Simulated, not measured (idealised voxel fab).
Presented below is a process module, voxel transistor to metal.
Pictured: cross-section cut, 280 nm wide, on a grid of 5 nm square cells.
Cross-sections here: square-cell grids, written as top-down lists of bands, a band being one or more rows of cells. Within each band entry, the heights of the top and of the bottom of the band appear first, in that order and in nm; the materials of the band then follow from left to right, each with its corresponding width in nm. The designation "full width" on a single material indicates that it fills the band from edge to edge; the designation "air" indicates empty space. Measure heights from 0. That's the level where, below it, the as-received wafer is all one material. The lowest band is bottomless and extends downward; write it as in "top 0, no bottom". Read "30 to 40" as a graded width: first number on top, second number at the bottom, same change between each pair of neighbouring rows. "nothing got changed" for a step: no cell of the cross-section changed in that step. Look at "Closed void register" for the closed voids: empty spaces with no open path to the top, sized 8 cells or up. Each is width x height at distance, distance from the left edge, all nm. Heads up: the bit after the settings on a step's line is the simulator's remark on that step. You can add "overlay nm" to a step's line. For a step with a mask, it describes how far the mask lay to the right of its planned position, and a negative number describes a lay to the left.

The following list gives the planned process steps:
1) RECEIVE,material Si
2) OXIDIZE,depth nm 5
3) CONFORMAL_DEP,material SiN,thk nm 15
4) DIRECTIONAL_DEP,material aC,thk nm 10
5) PATTERN,tone cover,mask id ACTIVE,material resist,width nm 100,pitch nm 125,thk nm 30,overlay nm 0
6) DIRECTIONAL_ETCH,etch materials aC,depth nm 10
7) STRIP,etch materials resist
8) DIRECTIONAL_ETCH,etch materials SiN,depth nm 15
9) DIRECTIONAL_ETCH,etch materials SiO2,depth nm 5
10) DIRECTIONAL_ETCH,etch materials Si,depth nm 35
11) STRIP,etch materials aC
12) OXIDIZE,depth nm 5
13) FILL_DEP,material SiO2,thk nm 5
14) CMP,height nm 15
15) SELECTIVE_ETCH,etch materials SiO2,depth nm 15
16) STRIP,etch materials SiN
17) SELECTIVE_ETCH,etch materials SiO2,depth nm 5
18) OXIDIZE,depth nm 5
19) DIRECTIONAL_DEP,material polySi,thk nm 20
20) DIRECTIONAL_DEP,material SiCN,thk nm 15
21) DIRECTIONAL_DEP,material aC,thk nm 10
22) PATTERN,tone cover,mask id GATE,material resist,width nm 20,pitch nm 125,thk nm 30,overlay nm 0
23) DIRECTIONAL_ETCH,etch materials aC,depth nm 10
24) STRIP,etch materials resist
25) DIRECTIONAL_ETCH,etch materials SiCN,depth nm 25
26) DIRECTIONAL_ETCH,etch materials polySi,depth nm 30
27) STRIP,etch materials aC
28) CONFORMAL_DEP,material SiO2,thk nm 5
29) DIRECTIONAL_ETCH,etch materials SiO2,depth nm 5
30) CONFORMAL_DEP,material SiN,thk nm 10
31) DIRECTIONAL_ETCH,etch materials SiN,depth nm 10
32) DIRECTIONAL_ETCH,etch materials SiO2,depth nm 5
33) DIRECTIONAL_ETCH,etch materials Si,depth nm 5
34) EPI,material SiGe,thk nm 10
35) FILL_DEP,material SiO2,thk nm 10
36) CMP,height nm 30
37) DIRECTIONAL_DEP,material SiO2,thk nm 15
38) DIRECTIONAL_DEP,material aC,thk nm 15
39) PATTERN,tone open,mask id CONTACT,material resist,width nm 25,thk nm 35,overlay nm -15
40) DIRECTIONAL_ETCH,etch materials aC,depth nm 15
41) STRIP,etch materials resist
42) DIRECTIONAL_ETCH,etch materials SiO2,depth nm 50
43) STRIP,etch materials aC
44) CONFORMAL_DEP,material TiN,thk nm 5
45) FILL_DEP,material Ru,thk nm 10
46) CMP,height nm 45
47) DIRECTIONAL_DEP,material TiN,thk nm 5
48) DIRECTIONAL_DEP,material Ru,thk nm 15
49) DIRECTIONAL_DEP,material aC,thk nm 10
50) PATTERN,tone cover,mask id METAL_1,material resist,width nm 15,thk nm 25,overlay nm 0
51) DIRECTIONAL_ETCH,etch materials aC,depth nm 10
52) STRIP,etch materials resist
53) DIRECTIONAL_ETCH,etch materials Ru,depth nm 15
54) DIRECTIONAL_ETCH,etch materials TiN,depth nm 5
55) STRIP,etch materials aC
56) CONFORMAL_DEP,material SiCN,thk nm 5
57) FILL_DEP,material lowk,thk nm 10
58) CMP,height nm 65
59) CONFORMAL_DEP,material SiN,thk nm 5
What sets these wafers apart? The overlay nm at step 39. They all start alike, and the plan carries the first wafer's value.

As-received state after step 1, first of several wafers, cross-section:
- top 0, no bottom: Si full width
- Closed void register: none

Quick look at the cross-section of the first of several wafers after step 59, which wraps up the module:
- top 70, bottom 65: SiN full width
- top 65, bottom 50: lowk: 30  SiCN: 5  Ru: 15  SiCN: 5  lowk: 40  SiCN: 5  Ru: 15  SiCN: 5  lowk: 35  SiCN: 5  Ru: 15  SiCN: 5  lowk: 40  SiCN: 5  Ru: 15  SiCN: 5  lowk: 35
- top 50, bottom 45: SiCN: 35  TiN: 15  SiCN: 50  TiN: 15  SiCN: 45  TiN: 15  SiCN: 50  TiN: 15  SiCN: 40
- top 45, bottom 35: SiO2: 20  TiN: 5  Ru: 15  TiN: 5  SiO2: 30  TiN: 5  Ru: 15  TiN: 5  SiO2: 45  TiN: 5  Ru: 15  TiN: 5  SiO2: 30  TiN: 5  Ru: 15  TiN: 5  SiO2: 55
- top 35, bottom 30: SiO2: 20  TiN: 5  Ru: 15  TiN: 5  SiO2: 30  TiN: 25  SiO2: 45  TiN: 5  Ru: 15  TiN: 5  SiO2: 30  TiN: 25  SiO2: 55
- top 30, bottom 15: SiO2: 20  TiN: 5  Ru: 15  TiN: 5  SiO2: 5  SiN: 10  SiO2: 5  SiCN: 20  TiN: 5  SiN: 10  SiO2: 45  TiN: 5  Ru: 15  TiN: 5  SiO2: 5  SiN: 10  SiO2: 5  SiCN: 20  TiN: 5  SiN: 10  SiO2: 55
- top 15, bottom 5: SiO2: 20  TiN: 5  Ru: 15  TiN: 5  SiO2: 5  SiN: 10  SiO2: 5  polySi: 20  TiN: 5  SiN: 10  SiO2: 45  TiN: 5  Ru: 15  TiN: 5  SiO2: 5  SiN: 10  SiO2: 5  polySi: 20  TiN: 5  SiN: 10  SiO2: 55
- top 5, bottom 0: SiO2: 20  TiN: 5  Ru: 10  TiN: 10  SiO2: 5  SiN: 10  SiO2: 5  polySi: 20  TiN: 5  SiN: 10  SiO2: 45  TiN: 5  Ru: 10  TiN: 10  SiO2: 5  SiN: 10  SiO2: 5  polySi: 20  TiN: 5  SiN: 10  SiO2: 55
- top 0, bottom -5: SiO2: 20  TiN: 20  SiGe: 10  SiN: 10  SiO2: 5  polySi: 20  TiN: 5  SiN: 10  SiGe: 10  SiO2: 35  TiN: 20  SiGe: 10  SiN: 10  SiO2: 5  polySi: 20  TiN: 5  SiN: 10  SiGe: 10  SiO2: 45
- top -5, bottom -10: SiO2: 25  SiGe: 25  SiO2: 50  SiGe: 25  SiO2: 25  SiGe: 25  SiO2: 50  SiGe: 25  SiO2: 30
- top -10, bottom -15: SiO2: 30  SiGe: 20  Si: 50  SiGe: 20  SiO2: 35  SiGe: 20  Si: 50  SiGe: 20  SiO2: 35
- top -15, bottom -45: SiO2: 30  Si: 90  SiO2: 35  Si: 90  SiO2: 35
- top -45, no bottom: Si full width
- Closed void register: none

A cross-section through the last wafer at the close of the module:
- top 70, bottom 65: SiN full width
- top 65, bottom 50: lowk: 30  SiCN: 5  Ru: 15  SiCN: 5  lowk: 40  SiCN: 5  Ru: 15  SiCN: 5  lowk: 35  SiCN: 5  Ru: 15  SiCN: 5  lowk: 40  SiCN: 5  Ru: 15  SiCN: 5  lowk: 35
- top 50, bottom 45: SiCN: 35  TiN: 15  SiCN: 50  TiN: 15  SiCN: 45  TiN: 15  SiCN: 50  TiN: 15  SiCN: 40
- top 45, bottom 35: SiO2: 50  TiN: 5  Ru: 15  TiN: 5  SiO2: 30  TiN: 5  Ru: 15  TiN: 5  SiO2: 45  TiN: 5  Ru: 15  TiN: 5  SiO2: 30  TiN: 5  Ru: 15  TiN: 5  SiO2: 25
- top 35, bottom 30: SiO2: 50  TiN: 25  SiO2: 30  TiN: 5  Ru: 15  TiN: 5  SiO2: 45  TiN: 25  SiO2: 30  TiN: 5  Ru: 15  TiN: 5  SiO2: 25
- top 30, bottom 15: SiO2: 50  SiN: 10  TiN: 5  SiCN: 20  SiO2: 5  SiN: 10  SiO2: 5  TiN: 5  Ru: 15  TiN: 5  SiO2: 45  SiN: 10  TiN: 5  SiCN: 20  SiO2: 5  SiN: 10  SiO2: 5  TiN: 5  Ru: 15  TiN: 5  SiO2: 25
- top 15, bottom 5: SiO2: 50  SiN: 10  TiN: 5  polySi: 20  SiO2: 5  SiN: 10  SiO2: 5  TiN: 5  Ru: 15  TiN: 5  SiO2: 45  SiN: 10  TiN: 5  polySi: 20  SiO2: 5  SiN: 10  SiO2: 5  TiN: 5  Ru: 15  TiN: 5  SiO2: 25
- top 5, bottom 0: SiO2: 50  SiN: 10  TiN: 5  polySi: 20  SiO2: 5  SiN: 10  SiO2: 5  TiN: 10  Ru: 10  TiN: 5  SiO2: 45  SiN: 10  TiN: 5  polySi: 20  SiO2: 5  SiN: 10  SiO2: 5  TiN: 10  Ru: 10  TiN: 5  SiO2: 25
- top 0, bottom -5: SiO2: 40  SiGe: 10  SiN: 10  TiN: 5  polySi: 20  SiO2: 5  SiN: 10  SiGe: 10  TiN: 20  SiO2: 35  SiGe: 10  SiN: 10  TiN: 5  polySi: 20  SiO2: 5  SiN: 10  SiGe: 10  TiN: 20  SiO2: 25
- top -5, bottom -10: SiO2: 25  SiGe: 25  SiO2: 50  SiGe: 25  SiO2: 25  SiGe: 25  SiO2: 50  SiGe: 25  SiO2: 30
- top -10, bottom -15: SiO2: 30  SiGe: 20  Si: 50  SiGe: 20  SiO2: 35  SiGe: 20  Si: 50  SiGe: 20  SiO2: 35
- top -15, bottom -45: SiO2: 30  Si: 90  SiO2: 35  Si: 90  SiO2: 35
- top -45, no bottom: Si full width
- Closed void register: none

Row per wafer, end-of-module: cell gain (+)/loss (-) by material since the wafer came in, then closed voids:
overlay nm -15, +100 Ru, -268 Si, +92 SiCN, +44 SiGe, +112 SiN, +474 SiO2, +90 TiN, +108 lowk, +32 polySi, Closed void register: none
overlay nm -10, +98 Ru, -268 Si, +92 SiCN, +44 SiGe, +112 SiN, +464 SiO2, +102 TiN, +108 lowk, +32 polySi, Closed void register: none
overlay nm -5, +84 Ru, -268 Si, +92 SiCN, +44 SiGe, +112 SiN, +466 SiO2, +114 TiN, +108 lowk, +32 polySi, Closed void register: none
overlay nm 0, +84 Ru, -268 Si, +92 SiCN, +44 SiGe, +112 SiN, +480 SiO2, +100 TiN, +108 lowk, +32 polySi, Closed void register: none
overlay nm 5, +84 Ru, -268 Si, +92 SiCN, +44 SiGe, +112 SiN, +466 SiO2, +114 TiN, +108 lowk, +32 polySi, Closed void register: none
overlay nm 10, +98 Ru, -268 Si, +92 SiCN, +44 SiGe, +112 SiN, +464 SiO2, +102 TiN, +108 lowk, +32 polySi, Closed void register: none
overlay nm 15, +100 Ru, -268 Si, +92 SiCN, +44 SiGe, +112 SiN, +474 SiO2, +90 TiN, +108 lowk, +32 polySi, Closed void register: none
